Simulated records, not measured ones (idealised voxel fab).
The document below concerns the process module designated voxel ribs on slabs.
This is section cut - it's 260 nm across, gridded in 5 nm square cells.
Cross-section layout: square cells on a grid; listed as bands, top to bottom; a band spans one or more cell rows.
In this notation a band is specified by the heights of its top and bottom, in that order and in nm, after which its materials appear from left to right, each paired with its width in nm. The word "edge to edge" attached to a single material means that material fills the band from edge to edge; the word "empty" stands for empty space.
All heights in this document are referenced to 0, defined as the level beneath which the wafer, as received, consists entirely of one material. The lowest band is not bounded below; it extends indefinitely downward and is written in the form "0 nm and below".
Think of "30->40" as a width that walks from the first number to the second as you go down the band, top row to bottom row, taking equal-sized steps from row to row.
Step note "no modification" = no cross-section cell changed.
"Fully enclosed voids": sealed empty spaces, 8 cells or more, no open way to top, listed width x height at distance, with distance from the left edge and width, height and distance in nm.
That trailing text on a step's line, after the settings, is the simulator's own remark on the step.
overlay nm: right-of-plan distance of the mask on a masked step; negative values mean left-of-plan.
[Planned step list for the process]
1: RECEIVE,material Si
2: DIRECTIONAL_DEP,material SiO2,thk nm 30
3: DIRECTIONAL_DEP,material polySi,thk nm 15
4: DIRECTIONAL_DEP,material aC,thk nm 10
5: PATTERN,tone cover,mask id RIB,material resist,width nm 15,thk nm 30,overlay nm 0
6: DIRECTIONAL_ETCH,etch materials aC,depth nm 10
7: STRIP,etch materials resist
8: DIRECTIONAL_ETCH,etch materials polySi,depth nm 10
9: STRIP,etch materials aC
10: MASKED_ETCH,tone cover,mask id SLAB,width nm 75,etch materials polySi,depth nm 5,overlay nm 0
11: FILL_DEP,material SiO2,thk nm 15
12: CMP,height nm 55
13: DIRECTIONAL_DEP,material W,thk nm 10
14: DIRECTIONAL_DEP,material aC,thk nm 15
15: PATTERN,tone cover,mask id HEATER,material resist,width nm 25,thk nm 30,overlay nm 0
16: DIRECTIONAL_ETCH,etch materials aC,depth nm 15
17: STRIP,etch materials resist
18: DIRECTIONAL_ETCH,etch materials W,depth nm 10
19: STRIP,etch materials aC
20: CONFORMAL_DEP,material SiN,thk nm 5
[Received-state cross-section, reflecting completion of step 1]
  0 nm and below | Si edge to edge
  Fully enclosed voids: none
[Cross-section: first of two wafers, module finished, run according to plan]
  70 nm to 65 nm | empty (110) / SiN (35) / empty (115)
  65 nm to 60 nm | empty (110) / SiN (5) / W (25) / SiN (5) / empty (115)
  60 nm to 55 nm | SiN (115) / W (25) / SiN (120)
  55 nm to 45 nm | SiO2 edge to edge
  45 nm to 35 nm | SiO2 (120) / polySi (15) / SiO2 (125)
  35 nm to 30 nm | SiO2 (90) / polySi (75) / SiO2 (95)
  30 nm to 0 nm | SiO2 edge to edge
  0 nm and below | Si edge to edge
  Fully enclosed voids: none
[Cross-section at end of module for the second wafer of two, which matched the first in starting point and plan and differed by one mistake in its processing]
  70 nm to 65 nm | empty (110) / SiN (35) / empty (115)
  65 nm to 60 nm | empty (110) / SiN (5) / W (25) / SiN (5) / empty (115)
  60 nm to 55 nm | SiN (115) / W (25) / SiN (120)
  55 nm to 40 nm | SiO2 edge to edge
  40 nm to 30 nm | SiO2 (120) / polySi (15) / SiO2 (125)
  30 nm to 0 nm | SiO2 edge to edge
  0 nm and below | Si edge to edge
  Fully enclosed voids: none
Error vs. plan: step 3 went in with a setting other than planned; the actual run was DIRECTIONAL_DEP,material polySi,thk nm 10
at the end the second wafer has, in cells: +15 SiO2, -15 polySi
